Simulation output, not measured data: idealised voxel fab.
A process module follows: voxel wiring stack.
Square cell edge 5 nm, section width 200 nm, ID cut.
Just so we're on the same page, the cross-sections are grids of square cells, and they're listed out in bands top to bottom, each band one or more rows deep.
The band entry comprises the height of the band's top followed by the height of its bottom, expressed in nm, and subsequently the band's materials from left to right, each stated together with its width in nm. Where a single material is marked with the word "edge to edge", that material fills the band from edge to edge. The word "empty" represents empty space.
Heights are measured from 0, the level below which the as-received wafer is all one material; the lowest band has no bottom and continues downward, written as in "0 -> down".
Top row gets the first number, bottom row gets the second, and each row in between changes by the same step: that is how a band width like "30 to 40" works.
When a step is marked "no change occurred", none of the cells in the cross-section changed during that step.
Empty spaces without an open route to the top, at least 8 cells in extent, make up the entry "Closed internal cavities"; each is given as width x height at distance, where the distance is measured from the left edge, and all are in nm.
On each step's line, the part that comes after the settings is the simulator's own comment on the step.
"overlay nm" on a masked step: distance the mask lay right of its planned place, negative for left.
### This section lists the process steps that were planned
1. op RECEIVE | material Si
2. op CONFORMAL_DEP | material SiO2 | thk nm 15
3. op DIRECTIONAL_DEP | material TiN | thk nm 5
4. op DIRECTIONAL_DEP | material Ru | thk nm 15
5. op MASKED_ETCH | tone cover | mask id METAL_1 | width nm 25 | pitch nm 50 | etch materials Ru | depth nm 15 | overlay nm 0
6. op MASKED_ETCH | tone cover | mask id METAL_1 | width nm 25 | pitch nm 50 | etch materials TiN | depth nm 5 | overlay nm 0
7. op CONFORMAL_DEP | material SiCN | thk nm 5
8. op FILL_DEP | material SiO2 | thk nm 5
9. op CMP | height nm 35
10. op CONFORMAL_DEP | material SiCN | thk nm 5
11. op DIRECTIONAL_DEP | material SiO2 | thk nm 20
12. op DIRECTIONAL_DEP | material aC | thk nm 10
13. op PATTERN | tone open | mask id PLUG_1 | material resist | width nm 15 | pitch nm 50 | thk nm 25 | overlay nm 0
14. op DIRECTIONAL_ETCH | etch materials aC | depth nm 10
15. op STRIP | etch materials resist
16. op DIRECTIONAL_ETCH | etch materials SiO2 | depth nm 20
17. op DIRECTIONAL_ETCH | etch materials SiCN | depth nm 5
18. op STRIP | etch materials aC
19. op EPI | material Ru | thk nm 10
20. op EPI | material Ru | thk nm 10
21. op EPI | material Ru | thk nm 5
22. op DIRECTIONAL_DEP | material TiN | thk nm 5
23. op DIRECTIONAL_DEP | material Ru | thk nm 20
24. op MASKED_ETCH | tone cover | mask id METAL_2 | width nm 25 | pitch nm 50 | etch materials Ru | depth nm 20 | overlay nm 0
25. op MASKED_ETCH | tone cover | mask id METAL_2 | width nm 25 | pitch nm 50 | etch materials TiN | depth nm 5 | overlay nm 0
26. op CONFORMAL_DEP | material SiN | thk nm 5
27. op FILL_DEP | material SiO2 | thk nm 10
28. op CMP | height nm 85
29. op CONFORMAL_DEP | material SiCN | thk nm 5
30. op DIRECTIONAL_DEP | material lowk | thk nm 15
31. op PATTERN | tone open | mask id PLUG_2 | material resist | width nm 15 | thk nm 15 | overlay nm 0
32. op DIRECTIONAL_ETCH | etch materials lowk | depth nm 15
33. op DIRECTIONAL_ETCH | etch materials SiCN | depth nm 5
34. op STRIP | etch materials resist
35. op CONFORMAL_DEP | material TiN | thk nm 5
36. op FILL_DEP | material Cu | thk nm 10
37. op CMP | height nm 105
38. op DIRECTIONAL_DEP | material TiN | thk nm 5
39. op DIRECTIONAL_DEP | material Ru | thk nm 15
40. op MASKED_ETCH | tone cover | mask id METAL_3 | width nm 25 | pitch nm 50 | etch materials Ru | depth nm 15 | overlay nm 0
41. op MASKED_ETCH | tone cover | mask id METAL_3 | width nm 25 | pitch nm 50 | etch materials TiN | depth nm 5 | overlay nm 0
42. op CONFORMAL_DEP | material SiCN | thk nm 5
43. op FILL_DEP | material lowk | thk nm 10
44. op CMP | height nm 125
45. op CONFORMAL_DEP | material SiCN | thk nm 5
### Delivered wafer in cross-section: state after step 1
  0 -> down | Si edge to edge
  Closed internal cavities: none
### Cross-sectional result after module completion. Note: starting condition and plan are unchanged from above; one processing mistake was made
  130 -> 125 | SiCN edge to edge
  125 -> 110 | lowk 55 nm  SiCN 5 nm  Ru 25 nm  SiCN 5 nm  lowk 15 nm  SiCN 5 nm  Ru 25 nm  SiCN 5 nm  lowk 60 nm
  110 -> 105 | SiCN 60 nm  TiN 25 nm  SiCN 25 nm  TiN 25 nm  SiCN 65 nm
  105 -> 90 | lowk 60 nm  TiN 5 nm  Cu 10 nm  TiN 5 nm  lowk 120 nm
  90 -> 85 | SiCN 60 nm  TiN 20 nm  SiCN 120 nm
  85 -> 65 | SiO2 55 nm  SiN 5 nm  Ru 25 nm  SiN 5 nm  SiO2 15 nm  SiN 5 nm  Ru 25 nm  SiN 5 nm  SiO2 60 nm
  65 -> 60 | SiN 60 nm  TiN 25 nm  SiN 25 nm  TiN 25 nm  SiN 65 nm
  60 -> 40 | SiO2 60 nm  Ru 15 nm  SiO2 35 nm  Ru 15 nm  SiO2 75 nm
  40 -> 35 | SiCN 60 nm  Ru 15 nm  SiCN 35 nm  Ru 15 nm  SiCN 75 nm
  35 -> 20 | SiO2 55 nm  SiCN 5 nm  Ru 25 nm  SiCN 5 nm  SiO2 15 nm  SiCN 5 nm  Ru 25 nm  SiCN 5 nm  SiO2 60 nm
  20 -> 15 | SiCN 60 nm  TiN 25 nm  SiCN 25 nm  TiN 25 nm  SiCN 65 nm
  15 -> 0 | SiO2 edge to edge
  0 -> down | Si edge to edge
  Closed internal cavities: none
So what did we get wrong on this run? step 31 did not use the planned setting and instead ran as op PATTERN | tone open | mask id PLUG_2 | material resist | width nm 20 | thk nm 15 | overlay nm 0
